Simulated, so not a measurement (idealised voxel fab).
This section sets out a process module, namely voxel wiring stack.
Xsec cut, 230 nm wide, square cell size 5 nm.
This document writes a cross-section as a grid whose cells are square, and gives it as bands, listed from the top down; one or more rows of cells form a band. Each band's line starts with the height of the band's top and of its bottom, in nm. Then come its materials from left to right, each with its width in nm. One material with "everywhere" fills the band from edge to edge. "empty" is empty space. Beneath 0, the wafer as received is one material, and that level is where height counting begins. The lowest band goes on downward without a bottom; it is written like "from 0 down". The notation "30 to 40" denotes a width that varies across the rows of cells in the band, beginning at the first number in the top row, finishing at the second number in the bottom row, and changing by an identical amount from each row to the next. Any step labelled "remains unaltered" changed none of the cells in the cross-section. The label "Sealed void inventory" introduces a list of the empty spaces, 8 cells or larger, that have no open way up to the top; each entry in it reads width x height at distance, where the distance is taken from the left edge and all three are stated in nm. Step line, after settings: the simulator's comment on this step. overlay nm: where the mask lay relative to plan, measured to the right, on steps with a mask; negatives go left.

Planned process steps
1 op RECEIVE | material Si
2 op CONFORMAL_DEP | material SiO2 | thk nm 15
3 op CONFORMAL_DEP | material SiCN | thk nm 5
4 op DIRECTIONAL_DEP | material SiO2 | thk nm 25
5 op DIRECTIONAL_DEP | material aC | thk nm 10
6 op PATTERN | tone open | mask id METAL_1 | material resist | width nm 25 | pitch nm 50 | thk nm 25 | overlay nm 0
7 op DIRECTIONAL_ETCH | etch materials aC | depth nm 10
8 op STRIP | etch materials resist
9 op DIRECTIONAL_ETCH | etch materials SiO2 | depth nm 25
10 op DIRECTIONAL_ETCH | etch materials SiCN | depth nm 5
11 op STRIP | etch materials aC
12 op CONFORMAL_DEP | material TiN | thk nm 5
13 op FILL_DEP | material W | thk nm 5
14 op CMP | height nm 45
15 op CONFORMAL_DEP | material SiCN | thk nm 5
16 op DIRECTIONAL_DEP | material lowk | thk nm 15
17 op DIRECTIONAL_DEP | material aC | thk nm 15
18 op PATTERN | tone open | mask id PLUG_1 | material resist | width nm 15 | pitch nm 100 | thk nm 35 | overlay nm 0
19 op DIRECTIONAL_ETCH | etch materials aC | depth nm 15
20 op STRIP | etch materials resist
21 op DIRECTIONAL_ETCH | etch materials lowk | depth nm 15
22 op DIRECTIONAL_ETCH | etch materials SiCN | depth nm 5
23 op STRIP | etch materials aC
24 op EPI | material Ru | thk nm 10
25 op EPI | material Ru | thk nm 10
26 op CONFORMAL_DEP | material SiN | thk nm 5
27 op DIRECTIONAL_DEP | material SiO2 | thk nm 20
28 op MASKED_ETCH | tone open | mask id METAL_2 | width nm 25 | pitch nm 50 | etch materials SiO2 | depth nm 20 | overlay nm 0
29 op MASKED_ETCH | tone open | mask id METAL_2 | width nm 25 | pitch nm 50 | etch materials SiN | depth nm 5 | overlay nm 0
30 op CONFORMAL_DEP | material TiN | thk nm 5
31 op FILL_DEP | material Cu | thk nm 10
32 op CMP | height nm 90
33 op CONFORMAL_DEP | material SiCN | thk nm 5
34 op DIRECTIONAL_DEP | material SiO2 | thk nm 10
35 op DIRECTIONAL_DEP | material aC | thk nm 15
36 op PATTERN | tone open | mask id PLUG_2 | material resist | width nm 15 | pitch nm 100 | thk nm 30 | overlay nm 0
37 op DIRECTIONAL_ETCH | etch materials aC | depth nm 15
38 op STRIP | etch materials resist
39 op DIRECTIONAL_ETCH | etch materials SiO2 | depth nm 10
40 op DIRECTIONAL_ETCH | etch materials SiCN | depth nm 5
41 op STRIP | etch materials aC
42 op CONFORMAL_DEP | material TiN | thk nm 5
43 op FILL_DEP | material Ru | thk nm 5
44 op CMP | height nm 105
45 op DIRECTIONAL_DEP | material TiN | thk nm 5
46 op DIRECTIONAL_DEP | material Ru | thk nm 25
47 op DIRECTIONAL_DEP | material aC | thk nm 10
48 op PATTERN | tone cover | mask id METAL_3 | material resist | width nm 25 | pitch nm 50 | thk nm 30 | overlay nm 0
49 op DIRECTIONAL_ETCH | etch materials aC | depth nm 10
50 op STRIP | etch materials resist
51 op DIRECTIONAL_ETCH | etch materials Ru | depth nm 25
52 op DIRECTIONAL_ETCH | etch materials TiN | depth nm 5
53 op STRIP | etch materials aC
54 op CONFORMAL_DEP | material SiCN | thk nm 5
55 op FILL_DEP | material SiO2 | thk nm 10
56 op CMP | height nm 135
57 op CONFORMAL_DEP | material SiCN | thk nm 5
58 op DIRECTIONAL_DEP | material lowk | thk nm 10
59 op PATTERN | tone open | mask id PLUG_3 | material resist | width nm 15 | pitch nm 100 | thk nm 20 | overlay nm 0
60 op DIRECTIONAL_ETCH | etch materials lowk | depth nm 10
61 op DIRECTIONAL_ETCH | etch materials SiCN | depth nm 5
62 op STRIP | etch materials resist
63 op CONFORMAL_DEP | material TiN | thk nm 5
64 op FILL_DEP | material Ru | thk nm 5
65 op CMP | height nm 150
66 op DIRECTIONAL_DEP | material TiN | thk nm 5
67 op DIRECTIONAL_DEP | material W | thk nm 20
68 op PATTERN | tone cover | mask id METAL_4 | material resist | width nm 25 | pitch nm 50 | thk nm 20 | overlay nm 0
69 op DIRECTIONAL_ETCH | etch materials W | depth nm 20
70 op DIRECTIONAL_ETCH | etch materials TiN | depth nm 5
71 op STRIP | etch materials resist
72 op FILL_DEP | material SiO2 | thk nm 5
73 op CMP | height nm 175
74 op CONFORMAL_DEP | material SiN | thk nm 5

On the first of the two wafers: run conducted according to plan

Shown in cross-section is the wafer as received, that is, as it stands after step 1
  from 0 down | Si everywhere
  Sealed void inventory: none

Wafer section view after processing step 2
  from 15 to 0 | SiO2 everywhere
  Everything below 0 is unchanged.

Wafer section view after processing step 3
  from 20 to 15 | SiCN everywhere
  Everything below 15 is unchanged.

Wafer section view after processing step 4
  from 45 to 20 | SiO2 everywhere
  Everything below 20 is unchanged.

Wafer section view after processing step 5
  from 55 to 45 | aC everywhere
  Everything below 45 is unchanged.

Wafer section view after processing step 6
  from 80 to 55 | 25 nm resist, then 25 nm empty, then 25 nm resist, then 25 nm empty, then 25 nm resist, then 25 nm empty, then 25 nm resist, then 25 nm empty, then 30 nm resist
  Everything below 55 is unchanged.

Wafer section view after processing step 7
  from 70 to 55 | 25 nm resist, then 25 nm empty, then 25 nm resist, then 25 nm empty, then 25 nm resist, then 25 nm empty, then 25 nm resist, then 25 nm empty, then 30 nm resist
  from 55 to 45 | 25 nm aC, then 25 nm empty, then 25 nm aC, then 25 nm empty, then 25 nm aC, then 25 nm empty, then 25 nm aC, then 25 nm empty, then 30 nm aC
  Everything below 45 is unchanged.

Wafer section view after processing step 8
  from 55 to 45 | 25 nm aC, then 25 nm empty, then 25 nm aC, then 25 nm empty, then 25 nm aC, then 25 nm empty, then 25 nm aC, then 25 nm empty, then 30 nm aC
  Everything below 45 is unchanged.

Wafer section view after processing step 9
  from 55 to 45 | 25 nm aC, then 25 nm empty, then 25 nm aC, then 25 nm empty, then 25 nm aC, then 25 nm empty, then 25 nm aC, then 25 nm empty, then 30 nm aC
  from 45 to 20 | 25 nm SiO2, then 25 nm empty, then 25 nm SiO2, then 25 nm empty, then 25 nm SiO2, then 25 nm empty, then 25 nm SiO2, then 25 nm empty, then 30 nm SiO2
  Everything below 20 is unchanged.

Wafer section view after processing step 10
  from 55 to 45 | 25 nm aC, then 25 nm empty, then 25 nm aC, then 25 nm empty, then 25 nm aC, then 25 nm empty, then 25 nm aC, then 25 nm empty, then 30 nm aC
  from 45 to 20 | 25 nm SiO2, then 25 nm empty, then 25 nm SiO2, then 25 nm empty, then 25 nm SiO2, then 25 nm empty, then 25 nm SiO2, then 25 nm empty, then 30 nm SiO2
  from 20 to 15 | 25 nm SiCN, then 25 nm empty, then 25 nm SiCN, then 25 nm empty, then 25 nm SiCN, then 25 nm empty, then 25 nm SiCN, then 25 nm empty, then 30 nm SiCN
  Everything below 15 is unchanged.

Wafer section view after processing step 11
  from 45 to 20 | 25 nm SiO2, then 25 nm empty, then 25 nm SiO2, then 25 nm empty, then 25 nm SiO2, then 25 nm empty, then 25 nm SiO2, then 25 nm empty, then 30 nm SiO2
  Everything below 20 is unchanged.

Wafer section view after processing step 12
  from 50 to 45 | 30 nm TiN, then 15 nm empty, then 35 nm TiN, then 15 nm empty, then 35 nm TiN, then 15 nm empty, then 35 nm TiN, then 15 nm empty, then 35 nm TiN
  from 45 to 20 | 25 nm SiO2, then 5 nm TiN, then 15 nm empty, then 5 nm TiN, then 25 nm SiO2, then 5 nm TiN, then 15 nm empty, then 5 nm TiN, then 25 nm SiO2, then 5 nm TiN, then 15 nm empty, then 5 nm TiN, then 25 nm SiO2, then 5 nm TiN, then 15 nm empty, then 5 nm TiN, then 30 nm SiO2
  from 20 to 15 | 25 nm SiCN, then 25 nm TiN, then 25 nm SiCN, then 25 nm TiN, then 25 nm SiCN, then 25 nm TiN, then 25 nm SiCN, then 25 nm TiN, then 30 nm SiCN
  Everything below 15 is unchanged.

Wafer section view after processing step 13
  from 55 to 50 | W everywhere
  from 50 to 45 | 30 nm TiN, then 15 nm W, then 35 nm TiN, then 15 nm W, then 35 nm TiN, then 15 nm W, then 35 nm TiN, then 15 nm W, then 35 nm TiN
  from 45 to 20 | 25 nm SiO2, then 5 nm TiN, then 15 nm W, then 5 nm TiN, then 25 nm SiO2, then 5 nm TiN, then 15 nm W, then 5 nm TiN, then 25 nm SiO2, then 5 nm TiN, then 15 nm W, then 5 nm TiN, then 25 nm SiO2, then 5 nm TiN, then 15 nm W, then 5 nm TiN, then 30 nm SiO2
  Everything below 20 is unchanged.

Wafer section view after processing step 14
  from 45 to 20 | 25 nm SiO2, then 5 nm TiN, then 15 nm W, then 5 nm TiN, then 25 nm SiO2, then 5 nm TiN, then 15 nm W, then 5 nm TiN, then 25 nm SiO2, then 5 nm TiN, then 15 nm W, then 5 nm TiN, then 25 nm SiO2, then 5 nm TiN, then 15 nm W, then 5 nm TiN, then 30 nm SiO2
  Everything below 20 is unchanged.

Wafer section view after processing step 15
  from 50 to 45 | SiCN everywhere
  Everything below 45 is unchanged.

Wafer section view after processing step 16
  from 65 to 50 | lowk everywhere
  Everything below 50 is unchanged.

Wafer section view after processing step 17
  from 80 to 65 | aC everywhere
  Everything below 65 is unchanged.

Wafer section view after processing step 18
  from 115 to 80 | 25 nm resist, then 15 nm empty, then 85 nm resist, then 15 nm empty, then 90 nm resist
  Everything below 80 is unchanged.

Wafer section view after processing step 19
  from 100 to 80 | 25 nm resist, then 15 nm empty, then 85 nm resist, then 15 nm empty, then 90 nm resist
  from 80 to 65 | 25 nm aC, then 15 nm empty, then 85 nm aC, then 15 nm empty, then 90 nm aC
  Everything below 65 is unchanged.

Wafer section view after processing step 20
  from 80 to 65 | 25 nm aC, then 15 nm empty, then 85 nm aC, then 15 nm empty, then 90 nm aC
  Everything below 65 is unchanged.

Wafer section view after processing step 21
  from 80 to 65 | 25 nm aC, then 15 nm empty, then 85 nm aC, then 15 nm empty, then 90 nm aC
  from 65 to 50 | 25 nm lowk, then 15 nm empty, then 85 nm lowk, then 15 nm empty, then 90 nm lowk
  Everything below 50 is unchanged.

Wafer section view after processing step 22
  from 80 to 65 | 25 nm aC, then 15 nm empty, then 85 nm aC, then 15 nm empty, then 90 nm aC
  from 65 to 50 | 25 nm lowk, then 15 nm empty, then 85 nm lowk, then 15 nm empty, then 90 nm lowk
  from 50 to 45 | 25 nm SiCN, then 15 nm empty, then 85 nm SiCN, then 15 nm empty, then 90 nm SiCN
  Everything below 45 is unchanged.

Wafer section view after processing step 23
  from 65 to 50 | 25 nm lowk, then 15 nm empty, then 85 nm lowk, then 15 nm empty, then 90 nm lowk
  Everything below 50 is unchanged.

Wafer section view after processing step 24
  from 65 to 55 | 25 nm lowk, then 15 nm empty, then 85 nm lowk, then 15 nm empty, then 90 nm lowk
  from 55 to 50 | 25 nm lowk, then 15 nm Ru, then 85 nm lowk, then 15 nm Ru, then 90 nm lowk
  from 50 to 45 | 25 nm SiCN, then 15 nm Ru, then 85 nm SiCN, then 15 nm Ru, then 90 nm SiCN
  Everything below 45 is unchanged.

Wafer section view after processing step 25
  from 65 to 50 | 25 nm lowk, then 15 nm Ru, then 85 nm lowk, then 15 nm Ru, then 90 nm lowk
  Everything below 50 is unchanged.

Wafer section view after processing step 26
  from 70 to 65 | SiN everywhere
  Everything below 65 is unchanged.

Wafer section view after processing step 27
  from 90 to 70 | SiO2 everywhere
  Everything below 70 is unchanged.

Wafer section view after processing step 28
  from 90 to 70 | 25 nm SiO2, then 25 nm empty, then 25 nm SiO2, then 25 nm empty, then 25 nm SiO2, then 25 nm empty, then 25 nm SiO2, then 25 nm empty, then 30 nm SiO2
  Everything below 70 is unchanged.

Wafer section view after processing step 29
  from 90 to 70 | 25 nm SiO2, then 25 nm empty, then 25 nm SiO2, then 25 nm empty, then 25 nm SiO2, then 25 nm empty, then 25 nm SiO2, then 25 nm empty, then 30 nm SiO2
  from 70 to 65 | 25 nm SiN, then 25 nm empty, then 25 nm SiN, then 25 nm empty, then 25 nm SiN, then 25 nm empty, then 25 nm SiN, then 25 nm empty, then 30 nm SiN
  Everything below 65 is unchanged.

Wafer section view after processing step 30
  from 95 to 90 | 30 nm TiN, then 15 nm empty, then 35 nm TiN, then 15 nm empty, then 35 nm TiN, then 15 nm empty, then 35 nm TiN, then 15 nm empty, then 35 nm TiN
  from 90 to 70 | 25 nm SiO2, then 5 nm TiN, then 15 nm empty, then 5 nm TiN, then 25 nm SiO2, then 5 nm TiN, then 15 nm empty, then 5 nm TiN, then 25 nm SiO2, then 5 nm TiN, then 15 nm empty, then 5 nm TiN, then 25 nm SiO2, then 5 nm TiN, then 15 nm empty, then 5 nm TiN, then 30 nm SiO2
  from 70 to 65 | 25 nm SiN, then 25 nm TiN, then 25 nm SiN, then 25 nm TiN, then 25 nm SiN, then 25 nm TiN, then 25 nm SiN, then 25 nm TiN, then 30 nm SiN
  Everything below 65 is unchanged.

Wafer section view after processing step 31
  from 105 to 95 | Cu everywhere
  from 95 to 90 | 30 nm TiN, then 15 nm Cu, then 35 nm TiN, then 15 nm Cu, then 35 nm TiN, then 15 nm Cu, then 35 nm TiN, then 15 nm Cu, then 35 nm TiN
  from 90 to 70 | 25 nm SiO2, then 5 nm TiN, then 15 nm Cu, then 5 nm TiN, then 25 nm SiO2, then 5 nm TiN, then 15 nm Cu, then 5 nm TiN, then 25 nm SiO2, then 5 nm TiN, then 15 nm Cu, then 5 nm TiN, then 25 nm SiO2, then 5 nm TiN, then 15 nm Cu, then 5 nm TiN, then 30 nm SiO2
  Everything below 70 is unchanged.

Wafer section view after processing step 32
  from 90 to 70 | 25 nm SiO2, then 5 nm TiN, then 15 nm Cu, then 5 nm TiN, then 25 nm SiO2, then 5 nm TiN, then 15 nm Cu, then 5 nm TiN, then 25 nm SiO2, then 5 nm TiN, then 15 nm Cu, then 5 nm TiN, then 25 nm SiO2, then 5 nm TiN, then 15 nm Cu, then 5 nm TiN, then 30 nm SiO2
  Everything below 70 is unchanged.

Wafer section view after processing step 33
  from 95 to 90 | SiCN everywhere
  Everything below 90 is unchanged.

Wafer section view after processing step 34
  from 105 to 95 | SiO2 everywhere
  Everything below 95 is unchanged.

Wafer section view after processing step 35
  from 120 to 105 | aC everywhere
  Everything below 105 is unchanged.

Wafer section view after processing step 36
  from 150 to 120 | 25 nm resist, then 15 nm empty, then 85 nm resist, then 15 nm empty, then 90 nm resist
  Everything below 120 is unchanged.

Wafer section view after processing step 37
  from 135 to 120 | 25 nm resist, then 15 nm empty, then 85 nm resist, then 15 nm empty, then 90 nm resist
  from 120 to 105 | 25 nm aC, then 15 nm empty, then 85 nm aC, then 15 nm empty, then 90 nm aC
  Everything below 105 is unchanged.

Wafer section view after processing step 38
  from 120 to 105 | 25 nm aC, then 15 nm empty, then 85 nm aC, then 15 nm empty, then 90 nm aC
  Everything below 105 is unchanged.

Wafer section view after processing step 39
  from 120 to 105 | 25 nm aC, then 15 nm empty, then 85 nm aC, then 15 nm empty, then 90 nm aC
  from 105 to 95 | 25 nm SiO2, then 15 nm empty, then 85 nm SiO2, then 15 nm empty, then 90 nm SiO2
  Everything below 95 is unchanged.

Wafer section view after processing step 40
  from 120 to 105 | 25 nm aC, then 15 nm empty, then 85 nm aC, then 15 nm empty, then 90 nm aC
  from 105 to 95 | 25 nm SiO2, then 15 nm empty, then 85 nm SiO2, then 15 nm empty, then 90 nm SiO2
  from 95 to 90 | 25 nm SiCN, then 15 nm empty, then 85 nm SiCN, then 15 nm empty, then 90 nm SiCN
  Everything below 90 is unchanged.

Wafer section view after processing step 41
  from 105 to 95 | 25 nm SiO2, then 15 nm empty, then 85 nm SiO2, then 15 nm empty, then 90 nm SiO2
  Everything below 95 is unchanged.

Wafer section view after processing step 42
  from 110 to 105 | 30 nm TiN, then 5 nm empty, then 95 nm TiN, then 5 nm empty, then 95 nm TiN
  from 105 to 95 | 25 nm SiO2, then 5 nm TiN, then 5 nm empty, then 5 nm TiN, then 85 nm SiO2, then 5 nm TiN, then 5 nm empty, then 5 nm TiN, then 90 nm SiO2
  from 95 to 90 | 25 nm SiCN, then 15 nm TiN, then 85 nm SiCN, then 15 nm TiN, then 90 nm SiCN
  Everything below 90 is unchanged.

Wafer section view after processing step 43
  from 115 to 110 | Ru everywhere
  from 110 to 105 | 30 nm TiN, then 5 nm Ru, then 95 nm TiN, then 5 nm Ru, then 95 nm TiN
  from 105 to 95 | 25 nm SiO2, then 5 nm TiN, then 5 nm Ru, then 5 nm TiN, then 85 nm SiO2, then 5 nm TiN, then 5 nm Ru, then 5 nm TiN, then 90 nm SiO2
  Everything below 95 is unchanged.

Wafer section view after processing step 44
  from 105 to 95 | 25 nm SiO2, then 5 nm TiN, then 5 nm Ru, then 5 nm TiN, then 85 nm SiO2, then 5 nm TiN, then 5 nm Ru, then 5 nm TiN, then 90 nm SiO2
  Everything below 95 is unchanged.

Wafer section view after processing step 45
  from 110 to 105 | TiN everywhere
  Everything below 105 is unchanged.

Wafer section view after processing step 46
  from 135 to 110 | Ru everywhere
  Everything below 110 is unchanged.

Wafer section view after processing step 47
  from 145 to 135 | aC everywhere
  Everything below 135 is unchanged.

Wafer section view after processing step 48
  from 175 to 145 | 25 nm empty, then 25 nm resist, then 25 nm empty, then 25 nm resist, then 25 nm empty, then 25 nm resist, then 25 nm empty, then 25 nm resist, then 30 nm empty
  Everything below 145 is unchanged.

Wafer section view after processing step 49
  from 165 to 145 | 25 nm empty, then 25 nm resist, then 25 nm empty, then 25 nm resist, then 25 nm empty, then 25 nm resist, then 25 nm empty, then 25 nm resist, then 30 nm empty
  from 145 to 135 | 25 nm empty, then 25 nm aC, then 25 nm empty, then 25 nm aC, then 25 nm empty, then 25 nm aC, then 25 nm empty, then 25 nm aC, then 30 nm empty
  Everything below 135 is unchanged.

Wafer section view after processing step 50
  from 145 to 135 | 25 nm empty, then 25 nm aC, then 25 nm empty, then 25 nm aC, then 25 nm empty, then 25 nm aC, then 25 nm empty, then 25 nm aC, then 30 nm empty
  Everything below 135 is unchanged.

Wafer section view after processing step 51
  from 145 to 135 | 25 nm empty, then 25 nm aC, then 25 nm empty, then 25 nm aC, then 25 nm empty, then 25 nm aC, then 25 nm empty, then 25 nm aC, then 30 nm empty
  from 135 to 110 | 25 nm empty, then 25 nm Ru, then 25 nm empty, then 25 nm Ru, then 25 nm empty, then 25 nm Ru, then 25 nm empty, then 25 nm Ru, then 30 nm empty
  Everything below 110 is unchanged.

Wafer section view after processing step 52
  from 145 to 135 | 25 nm empty, then 25 nm aC, then 25 nm empty, then 25 nm aC, then 25 nm empty, then 25 nm aC, then 25 nm empty, then 25 nm aC, then 30 nm empty
  from 135 to 110 | 25 nm empty, then 25 nm Ru, then 25 nm empty, then 25 nm Ru, then 25 nm empty, then 25 nm Ru, then 25 nm empty, then 25 nm Ru, then 30 nm empty
  from 110 to 105 | 25 nm empty, then 25 nm TiN, then 25 nm empty, then 25 nm TiN, then 25 nm empty, then 25 nm TiN, then 25 nm empty, then 25 nm TiN, then 30 nm empty
  Everything below 105 is unchanged.

Wafer section view after processing step 53
  from 135 to 110 | 25 nm empty, then 25 nm Ru, then 25 nm empty, then 25 nm Ru, then 25 nm empty, then 25 nm Ru, then 25 nm empty, then 25 nm Ru, then 30 nm empty
  Everything below 110 is unchanged.

Wafer section view after processing step 54
  from 140 to 135 | 20 nm empty, then 35 nm SiCN, then 15 nm empty, then 35 nm SiCN, then 15 nm empty, then 35 nm SiCN, then 15 nm empty, then 35 nm SiCN, then 25 nm empty
  from 135 to 110 | 20 nm empty, then 5 nm SiCN, then 25 nm Ru, then 5 nm SiCN, then 15 nm empty, then 5 nm SiCN, then 25 nm Ru, then 5 nm SiCN, then 15 nm empty, then 5 nm SiCN, then 25 nm Ru, then 5 nm SiCN, then 15 nm empty, then 5 nm SiCN, then 25 nm Ru, then 5 nm SiCN, then 25 nm empty
  from 110 to 105 | 25 nm SiCN, then 25 nm TiN, then 25 nm SiCN, then 25 nm TiN, then 25 nm SiCN, then 25 nm TiN, then 25 nm SiCN, then 25 nm TiN, then 30 nm SiCN
  Everything below 105 is unchanged.

Wafer section view after processing step 55
  from 150 to 140 | SiO2 everywhere
  from 140 to 135 | 20 nm SiO2, then 35 nm SiCN, then 15 nm SiO2, then 35 nm SiCN, then 15 nm SiO2, then 35 nm SiCN, then 15 nm SiO2, then 35 nm SiCN, then 25 nm SiO2
  from 135 to 110 | 20 nm SiO2, then 5 nm SiCN, then 25 nm Ru, then 5 nm SiCN, then 15 nm SiO2, then 5 nm SiCN, then 25 nm Ru, then 5 nm SiCN, then 15 nm SiO2, then 5 nm SiCN, then 25 nm Ru, then 5 nm SiCN, then 15 nm SiO2, then 5 nm SiCN, then 25 nm Ru, then 5 nm SiCN, then 25 nm SiO2
  Everything below 110 is unchanged.

Wafer section view after processing step 56
  from 135 to 110 | 20 nm SiO2, then 5 nm SiCN, then 25 nm Ru, then 5 nm SiCN, then 15 nm SiO2, then 5 nm SiCN, then 25 nm Ru, then 5 nm SiCN, then 15 nm SiO2, then 5 nm SiCN, then 25 nm Ru, then 5 nm SiCN, then 15 nm SiO2, then 5 nm SiCN, then 25 nm Ru, then 5 nm SiCN, then 25 nm SiO2
  Everything below 110 is unchanged.

Wafer section view after processing step 57
  from 140 to 135 | SiCN everywhere
  Everything below 135 is unchanged.

Wafer section view after processing step 58
  from 150 to 140 | lowk everywhere
  Everything below 140 is unchanged.

Wafer section view after processing step 59
  from 170 to 150 | 25 nm resist, then 15 nm empty, then 85 nm resist, then 15 nm empty, then 90 nm resist
  Everything below 150 is unchanged.

Wafer section view after processing step 60
  from 170 to 150 | 25 nm resist, then 15 nm empty, then 85 nm resist, then 15 nm empty, then 90 nm resist
  from 150 to 140 | 25 nm lowk, then 15 nm empty, then 85 nm lowk, then 15 nm empty, then 90 nm lowk
  Everything below 140 is unchanged.

Wafer section view after processing step 61
  from 170 to 150 | 25 nm resist, then 15 nm empty, then 85 nm resist, then 15 nm empty, then 90 nm resist
  from 150 to 140 | 25 nm lowk, then 15 nm empty, then 85 nm lowk, then 15 nm empty, then 90 nm lowk
  from 140 to 135 | 25 nm SiCN, then 15 nm empty, then 85 nm SiCN, then 15 nm empty, then 90 nm SiCN
  Everything below 135 is unchanged.

Wafer section view after processing step 62
  from 150 to 140 | 25 nm lowk, then 15 nm empty, then 85 nm lowk, then 15 nm empty, then 90 nm lowk
  Everything below 140 is unchanged.

Wafer section view after processing step 63
  from 155 to 150 | 30 nm TiN, then 5 nm empty, then 95 nm TiN, then 5 nm empty, then 95 nm TiN
  from 150 to 140 | 25 nm lowk, then 5 nm TiN, then 5 nm empty, then 5 nm TiN, then 85 nm lowk, then 5 nm TiN, then 5 nm empty, then 5 nm TiN, then 90 nm lowk
  from 140 to 135 | 25 nm SiCN, then 15 nm TiN, then 85 nm SiCN, then 15 nm TiN, then 90 nm SiCN
  Everything below 135 is unchanged.

Wafer section view after processing step 64
  from 160 to 155 | Ru everywhere
  from 155 to 150 | 30 nm TiN, then 5 nm Ru, then 95 nm TiN, then 5 nm Ru, then 95 nm TiN
  from 150 to 140 | 25 nm lowk, then 5 nm TiN, then 5 nm Ru, then 5 nm TiN, then 85 nm lowk, then 5 nm TiN, then 5 nm Ru, then 5 nm TiN, then 90 nm lowk
  Everything below 140 is unchanged.

Wafer section view after processing step 65
  from 150 to 140 | 25 nm lowk, then 5 nm TiN, then 5 nm Ru, then 5 nm TiN, then 85 nm lowk, then 5 nm TiN, then 5 nm Ru, then 5 nm TiN, then 90 nm lowk
  Everything below 140 is unchanged.

Wafer section view after processing step 66
  from 155 to 150 | TiN everywhere
  Everything below 150 is unchanged.

Wafer section view after processing step 67
  from 175 to 155 | W everywhere
  Everything below 155 is unchanged.

Wafer section view after processing step 68
  from 195 to 175 | 25 nm empty, then 25 nm resist, then 25 nm empty, then 25 nm resist, then 25 nm empty, then 25 nm resist, then 25 nm empty, then 25 nm resist, then 30 nm empty
  Everything below 175 is unchanged.

Wafer section view after processing step 69
  from 195 to 175 | 25 nm empty, then 25 nm resist, then 25 nm empty, then 25 nm resist, then 25 nm empty, then 25 nm resist, then 25 nm empty, then 25 nm resist, then 30 nm empty
  from 175 to 155 | 25 nm empty, then 25 nm W, then 25 nm empty, then 25 nm W, then 25 nm empty, then 25 nm W, then 25 nm empty, then 25 nm W, then 30 nm empty
  Everything below 155 is unchanged.

Wafer section view after processing step 70
  from 195 to 175 | 25 nm empty, then 25 nm resist, then 25 nm empty, then 25 nm resist, then 25 nm empty, then 25 nm resist, then 25 nm empty, then 25 nm resist, then 30 nm empty
  from 175 to 155 | 25 nm empty, then 25 nm W, then 25 nm empty, then 25 nm W, then 25 nm empty, then 25 nm W, then 25 nm empty, then 25 nm W, then 30 nm empty
  from 155 to 150 | 25 nm empty, then 25 nm TiN, then 25 nm empty, then 25 nm TiN, then 25 nm empty, then 25 nm TiN, then 25 nm empty, then 25 nm TiN, then 30 nm empty
  Everything below 150 is unchanged.

Wafer section view after processing step 71
  from 175 to 155 | 25 nm empty, then 25 nm W, then 25 nm empty, then 25 nm W, then 25 nm empty, then 25 nm W, then 25 nm empty, then 25 nm W, then 30 nm empty
  Everything below 155 is unchanged.

Wafer section view after processing step 72
  from 180 to 175 | SiO2 everywhere
  from 175 to 155 | 25 nm SiO2, then 25 nm W, then 25 nm SiO2, then 25 nm W, then 25 nm SiO2, then 25 nm W, then 25 nm SiO2, then 25 nm W, then 30 nm SiO2
  from 155 to 150 | 25 nm SiO2, then 25 nm TiN, then 25 nm SiO2, then 25 nm TiN, then 25 nm SiO2, then 25 nm TiN, then 25 nm SiO2, then 25 nm TiN, then 30 nm SiO2
  Everything below 150 is unchanged.

Wafer section view after processing step 73
  from 175 to 155 | 25 nm SiO2, then 25 nm W, then 25 nm SiO2, then 25 nm W, then 25 nm SiO2, then 25 nm W, then 25 nm SiO2, then 25 nm W, then 30 nm SiO2
  Everything below 155 is unchanged.

Wafer section view after processing step 74
  from 180 to 175 | SiN everywhere
  Everything below 175 is unchanged.

Second wafer - shared start and plan with the first - one error in running - same as the first up to step 73 inclusive

Second wafer, cross-section, planned end of step 74
  from 190 to 175 | SiN everywhere
  Everything below 175 is unchanged.
Error vs. plan: for step 74, the planned setting was not used; the step was instead run as op CONFORMAL_DEP | material SiN | thk nm 15
Final cells, second wafer relative to first, materials higher or lower: SiN +92
